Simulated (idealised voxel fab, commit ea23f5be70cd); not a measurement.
process module | voxel released beams
cross-section cut | 290 nm wide | cells 5 nm
A cross-section is a grid of square cells, given in bands from the top down. A band is one or more rows of cells.
Each band's line starts with the height of the band's top and of its bottom, in nm. Then come its materials from left to right, each with its width in nm. One material with "throughout" fills the band from edge to edge. "air" is empty space.
Height 0 is the level under which the wafer as received is all one material. The lowest band goes on downwards, as in "0 down".
A width such as "30 to 40" changes by the same amount from each row of cells to the next, from the band's top row to its bottom row.
"no change" after a step means that no cell of the cross-section changed.
closed voids: empty space of 8 cells or more with no open way to the top, each as width x height at its distance from the left edge, in nm
after a step's settings: what the simulator itself notes on the step
overlay nm, on a step with a mask: how far to the right of its planned place the mask lay; to the left if negative
plan
1 op RECEIVE | material Si
2 op CONFORMAL_DEP | material Al2O3 | thk nm 10
3 op DIRECTIONAL_DEP | material SiO2 | thk nm 10
4 op PATTERN | tone open | mask id ANCHOR | material resist | width nm 25 | thk nm 20 | overlay nm 0
5 op DIRECTIONAL_ETCH | etch materials SiO2 | depth nm 10
6 op STRIP | etch materials resist
7 op CONFORMAL_DEP | material SiN | thk nm 10
8 op MASKED_ETCH | tone cover | mask id BEAM | width nm 80 | etch materials SiN | depth nm 10 | overlay nm 0
9 op STRIP | etch materials SiO2
as received, after step 1
  0 down: Si throughout
  closed voids: none
first wafer at the end, as planned
  30 to 20: air 100 | SiN 15 | air 5 | SiN 60 | air 110
  20 to 10: air 105 | SiN 25 | air 160
  10 to 0: Al2O3 throughout
  0 down: Si throughout
  closed voids: none
second wafer at the end: like start, like plan, one mistake
  20 to 10: air 100 | SiN 15 | air 5 | SiN 60 | air 110
  10 to 0: air 105 | SiN 25 | air 160
  0 down: Si throughout
  closed voids: none
what went wrong: step 2 was left out
at the end the second wafer has, in cells: 116 fewer of Al2O3
